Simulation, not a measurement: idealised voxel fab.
This is a process module. Its name is voxel transistor to metal.
Displayed cross-section: cut, width of 145 nm, square cells sized 5 nm.
Notation: cross-section as square-cell grid; stated in bands, top first, going down; one or more cell rows per band. A band entry consists of two parts. The first gives the height of the band's top and the height of its bottom, in nm. The rest lists the band's materials from left to right, each with its width in nm. A single material labelled with the word "throughout" fills the band from edge to edge, and the word "blank" marks empty space. The level at which height equals 0 is the one under which the wafer, as it arrives, is entirely one material. No lower edge exists for the bottom band, which continues downward and is notated as in "z 0 and below". A width given as "30->40" starts at the first number in the band's top row and ends at the second number in its bottom row, shifting by an equal amount at every step from row to row. "remains unaltered" -> step changed no cross-section cell. Reported under the label "Voids, enclosed" are the empty spaces having no open way to the top and comprising 8 cells or more; the notation for each is width x height at distance, in which the distance is measured from the left edge and all three values are in nm. Formally, on a step line, whatever follows the settings is a remark that the simulator itself makes on the step. The optional step-line setting "overlay nm" applies to steps with a mask and quantifies how far to the right of its planned location the mask lay, a negative value indicating leftward placement.
**Process steps - plan**
step 1: RECEIVE: material Si
step 2: OXIDIZE: depth nm 5
step 3: CONFORMAL_DEP: material SiN, thk nm 10
step 4: MASKED_ETCH: tone cover, mask id ACTIVE, width nm 95, etch materials SiN, depth nm 10, overlay nm 0
step 5: MASKED_ETCH: tone cover, mask id ACTIVE, width nm 95, etch materials SiO2, depth nm 5, overlay nm -10
step 6: MASKED_ETCH: tone cover, mask id ACTIVE, width nm 95, etch materials Si, depth nm 20, overlay nm 0
step 7: FILL_DEP: material SiO2, thk nm 10
step 8: CMP: height nm 10
step 9: SELECTIVE_ETCH: etch materials SiO2, depth nm 5
step 10: STRIP: etch materials SiN
step 11: SELECTIVE_ETCH: etch materials SiO2, depth nm 5
step 12: OXIDIZE: depth nm 5
step 13: DIRECTIONAL_DEP: material polySi, thk nm 25
step 14: DIRECTIONAL_DEP: material SiCN, thk nm 10
step 15: MASKED_ETCH: tone cover, mask id GATE, width nm 25, etch materials SiCN, depth nm 20, overlay nm 0
step 16: MASKED_ETCH: tone cover, mask id GATE, width nm 25, etch materials polySi, depth nm 35, overlay nm 0
step 17: CONFORMAL_DEP: material SiN, thk nm 10
step 18: DIRECTIONAL_ETCH: etch materials SiN, depth nm 10
step 19: DIRECTIONAL_ETCH: etch materials SiO2, depth nm 5
step 20: DIRECTIONAL_ETCH: etch materials Si, depth nm 15
step 21: EPI: material SiGe, thk nm 20
step 22: FILL_DEP: material SiO2, thk nm 10
step 23: CMP: height nm 30
step 24: DIRECTIONAL_DEP: material SiO2, thk nm 15
step 25: DIRECTIONAL_DEP: material aC, thk nm 15
step 26: PATTERN: tone open, mask id CONTACT, material resist, width nm 25, pitch nm 60, thk nm 30, overlay nm 0
step 27: DIRECTIONAL_ETCH: etch materials aC, depth nm 15
step 28: STRIP: etch materials resist
step 29: DIRECTIONAL_ETCH: etch materials SiO2, depth nm 35
step 30: STRIP: etch materials aC
step 31: CONFORMAL_DEP: material TiN, thk nm 5
step 32: FILL_DEP: material Ru, thk nm 5
step 33: CMP: height nm 45
step 34: CONFORMAL_DEP: material SiN, thk nm 5
step 35: DIRECTIONAL_DEP: material SiO2, thk nm 20
step 36: PATTERN: tone open, mask id METAL_1, material resist, width nm 15, pitch nm 70, thk nm 15, overlay nm 0
step 37: DIRECTIONAL_ETCH: etch materials SiO2, depth nm 20
step 38: DIRECTIONAL_ETCH: etch materials SiN, depth nm 5
step 39: STRIP: etch materials resist
step 40: CONFORMAL_DEP: material TiN, thk nm 5
step 41: FILL_DEP: material W, thk nm 5
step 42: CMP: height nm 70
step 43: CONFORMAL_DEP: material SiCN, thk nm 5
The plan's step 5 overlay nm is the first wafer's value; the wafers differ in this setting and start identical.
**As received, i.e. after step 1: cross-section through the first of several wafers**
> z 0 and below = Si throughout
> Voids, enclosed: none
**The cross-section of the first of several wafers is given below for the end of the module, after its final step, step 43**
> z 75 to 70 = SiCN throughout
> z 70 to 50 = SiO2 30 nm, TiN 5 nm, W 5 nm, TiN 5 nm, SiO2 55 nm, TiN 5 nm, W 5 nm, TiN 5 nm, SiO2 30 nm
> z 50 to 45 = SiN 30 nm, TiN 15 nm, SiN 55 nm, TiN 15 nm, SiN 30 nm
> z 45 to 35 = SiO2 30 nm, TiN 5 nm, Ru 15 nm, TiN 5 nm, SiO2 35 nm, TiN 5 nm, Ru 15 nm, TiN 5 nm, SiO2 30 nm
> z 35 to 30 = SiO2 30 nm, TiN 5 nm, Ru 10 nm, TiN 10 nm, SiO2 35 nm, TiN 10 nm, Ru 10 nm, TiN 5 nm, SiO2 30 nm
> z 30 to 20 = SiO2 30 nm, TiN 5 nm, Ru 10 nm, TiN 5 nm, SiN 10 nm, SiCN 25 nm, SiN 10 nm, TiN 5 nm, Ru 10 nm, TiN 5 nm, SiO2 30 nm
> z 20 to 15 = SiO2 30 nm, TiN 5 nm, Ru 10 nm, TiN 5 nm, SiN 10 nm, polySi 25 nm, SiN 10 nm, TiN 5 nm, Ru 10 nm, TiN 5 nm, SiO2 30 nm
> z 15 to 10 = SiO2 30 nm, TiN 20 nm, SiN 10 nm, polySi 25 nm, SiN 10 nm, TiN 20 nm, SiO2 30 nm
> z 10 to 0 = SiO2 20 nm, SiGe 30 nm, SiN 10 nm, polySi 25 nm, SiN 10 nm, SiGe 30 nm, SiO2 20 nm
> z 0 to -5 = SiO2 20 nm, SiN 10 nm, SiGe 20 nm, SiN 10 nm, polySi 25 nm, SiN 10 nm, SiGe 20 nm, SiN 10 nm, SiO2 20 nm
> z -5 to -10 = SiO2 30 nm, SiGe 20 nm, SiO2 45 nm, SiGe 20 nm, SiO2 30 nm
> z -10 to -25 = SiO2 15 nm, Si 15 nm, SiGe 20 nm, Si 45 nm, SiGe 20 nm, Si 5 nm, SiO2 25 nm
> z -25 and below = Si throughout
> Voids, enclosed: none
**The last wafer as seen in cross-section at the end of the module**
> z 75 to 70 = SiCN throughout
> z 70 to 50 = SiO2 30 nm, TiN 5 nm, W 5 nm, TiN 5 nm, SiO2 55 nm, TiN 5 nm, W 5 nm, TiN 5 nm, SiO2 30 nm
> z 50 to 45 = SiN 30 nm, TiN 15 nm, SiN 55 nm, TiN 15 nm, SiN 30 nm
> z 45 to 35 = SiO2 30 nm, TiN 5 nm, Ru 15 nm, TiN 5 nm, SiO2 35 nm, TiN 5 nm, Ru 15 nm, TiN 5 nm, SiO2 30 nm
> z 35 to 30 = SiO2 30 nm, TiN 5 nm, Ru 10 nm, TiN 10 nm, SiO2 35 nm, TiN 10 nm, Ru 10 nm, TiN 5 nm, SiO2 30 nm
> z 30 to 20 = SiO2 30 nm, TiN 5 nm, Ru 10 nm, TiN 5 nm, SiN 10 nm, SiCN 25 nm, SiN 10 nm, TiN 5 nm, Ru 10 nm, TiN 5 nm, SiO2 30 nm
> z 20 to 15 = SiO2 30 nm, TiN 5 nm, Ru 10 nm, TiN 5 nm, SiN 10 nm, polySi 25 nm, SiN 10 nm, TiN 5 nm, Ru 10 nm, TiN 5 nm, SiO2 30 nm
> z 15 to 10 = SiO2 30 nm, TiN 20 nm, SiN 10 nm, polySi 25 nm, SiN 10 nm, TiN 20 nm, SiO2 30 nm
> z 10 to 0 = SiO2 20 nm, SiGe 30 nm, SiN 10 nm, polySi 25 nm, SiN 10 nm, SiGe 30 nm, SiO2 20 nm
> z 0 to -5 = SiO2 20 nm, SiN 10 nm, SiGe 20 nm, SiN 10 nm, polySi 25 nm, SiN 10 nm, SiGe 20 nm, SiN 10 nm, SiO2 20 nm
> z -5 to -10 = SiO2 30 nm, SiGe 20 nm, SiO2 45 nm, SiGe 20 nm, SiO2 30 nm
> z -10 to -25 = SiO2 25 nm, Si 5 nm, SiGe 20 nm, Si 45 nm, SiGe 20 nm, Si 15 nm, SiO2 15 nm
> z -25 and below = Si throughout
> Voids, enclosed: none
**Each row below is a wafer at the end of the module, listing for every material the number of cells it has gained (+) or lost (-) since it was received, followed by its closed voids**
overlay nm -10, +28 Ru, -106 Si, +39 SiCN, +64 SiGe, +55 SiN, +266 SiO2, +56 TiN, +8 W, +25 polySi, Voids, enclosed: none
overlay nm -5, +28 Ru, -109 Si, +39 SiCN, +64 SiGe, +55 SiN, +269 SiO2, +56 TiN, +8 W, +25 polySi, Voids, enclosed: none
overlay nm 0, +28 Ru, -112 Si, +39 SiCN, +64 SiGe, +55 SiN, +272 SiO2, +56 TiN, +8 W, +25 polySi, Voids, enclosed: none
overlay nm 5, +28 Ru, -109 Si, +39 SiCN, +64 SiGe, +55 SiN, +269 SiO2, +56 TiN, +8 W, +25 polySi, Voids, enclosed: none
overlay nm 10, +28 Ru, -106 Si, +39 SiCN, +64 SiGe, +55 SiN, +266 SiO2, +56 TiN, +8 W, +25 polySi, Voids, enclosed: none
